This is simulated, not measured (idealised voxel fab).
The following is a process module called voxel quadruple lines.
Section cut is 300 nm wide and gridded with 5 nm square cells.
In this document a cross-section is written as a grid of square cells. It is given as a series of bands, listed from the top down, and a band is one or more rows of cells. Within each band entry, the heights of the top and of the bottom of the band appear first, in that order and in nm; the materials of the band then follow from left to right, each with its corresponding width in nm. The designation "full width" on a single material indicates that it fills the band from edge to edge; the designation "air" indicates empty space. Heights are expressed relative to 0, this being the level below which the as-received wafer comprises one material exclusively. The lowest band is unbounded in the downward direction and is denoted as in "0 nm and below". Note: "30->40" means the width goes from the first number (top row of the band) to the second number (bottom row) in equal steps per row of cells. Where a step carries "left unchanged", the cross-section came out of it unchanged, cell for cell. Any empty space of 8 cells or more lacking an open way to the top shows up in "Fully enclosed voids" as width x height at distance, distance from the left edge, in nm. Anything after a step's settings on that line? It's the simulator's own note about the step. On any step carrying a mask, the "overlay nm" setting, if present on the step's line, tells how far right of its planned place the mask lay; negative values point to the left.

### This section lists the process steps that were planned
- 1: RECEIVE with material Si
- 2: CONFORMAL_DEP with material Al2O3, thk nm 10
- 3: DIRECTIONAL_DEP with material W, thk nm 10
- 4: DIRECTIONAL_DEP with material polySi, thk nm 20
- 5: DIRECTIONAL_DEP with material aC, thk nm 25
- 6: PATTERN with tone cover, mask id MANDREL, material resist, width nm 25, pitch nm 80, thk nm 35, overlay nm 0
- 7: DIRECTIONAL_ETCH with etch materials aC, depth nm 25
- 8: STRIP with etch materials resist
- 9: CONFORMAL_DEP with material SiO2, thk nm 15
- 10: DIRECTIONAL_ETCH with etch materials SiO2, depth nm 15
- 11: STRIP with etch materials aC
- 12: DIRECTIONAL_ETCH with etch materials polySi, depth nm 20
- 13: STRIP with etch materials SiO2
- 14: CONFORMAL_DEP with material SiN, thk nm 5
- 15: DIRECTIONAL_ETCH with etch materials SiN, depth nm 5
- 16: STRIP with etch materials polySi
- 17: DIRECTIONAL_ETCH with etch materials W, depth nm 10
- 18: STRIP with etch materials SiN
- 19: FILL_DEP with material lowk, thk nm 10
- 20: CMP with height nm 20

### Cross-section of the incoming wafer, state after step 1
  0 nm and below | Si full width
  Fully enclosed voids: none

### First of two wafers, end-of-module section, run followed plan
  20 nm to 10 nm | lowk (75) | W (5) | lowk (15) | W (5) | lowk (15) | W (5) | lowk (15) | W (5) | lowk (15) | W (5) | lowk (15) | W (5) | lowk (15) | W (5) | lowk (15) | W (5) | lowk (80)
  10 nm to 0 nm | Al2O3 full width
  0 nm and below | Si full width
  Fully enclosed voids: none

### Cross-section of the latter of the two wafers at module completion. It had an identical start and an identical plan to the former; in running it, one mistake was made
  20 nm to 10 nm | lowk (90) | W (5) | lowk (25) | W (5) | lowk (45) | W (5) | lowk (25) | W (5) | lowk (95)
  10 nm to 0 nm | Al2O3 full width
  0 nm and below | Si full width
  Fully enclosed voids: none
Deviation from plan: step 6 was processed under conditions differing from the plan, specifically as PATTERN with tone open, mask id MANDREL, material resist, width nm 25, pitch nm 80, thk nm 35, overlay nm 0
Upon completion, the second wafer contains, in terms of cells, a greater or smaller amount of certain materials than the first wafer: W -8, lowk +8
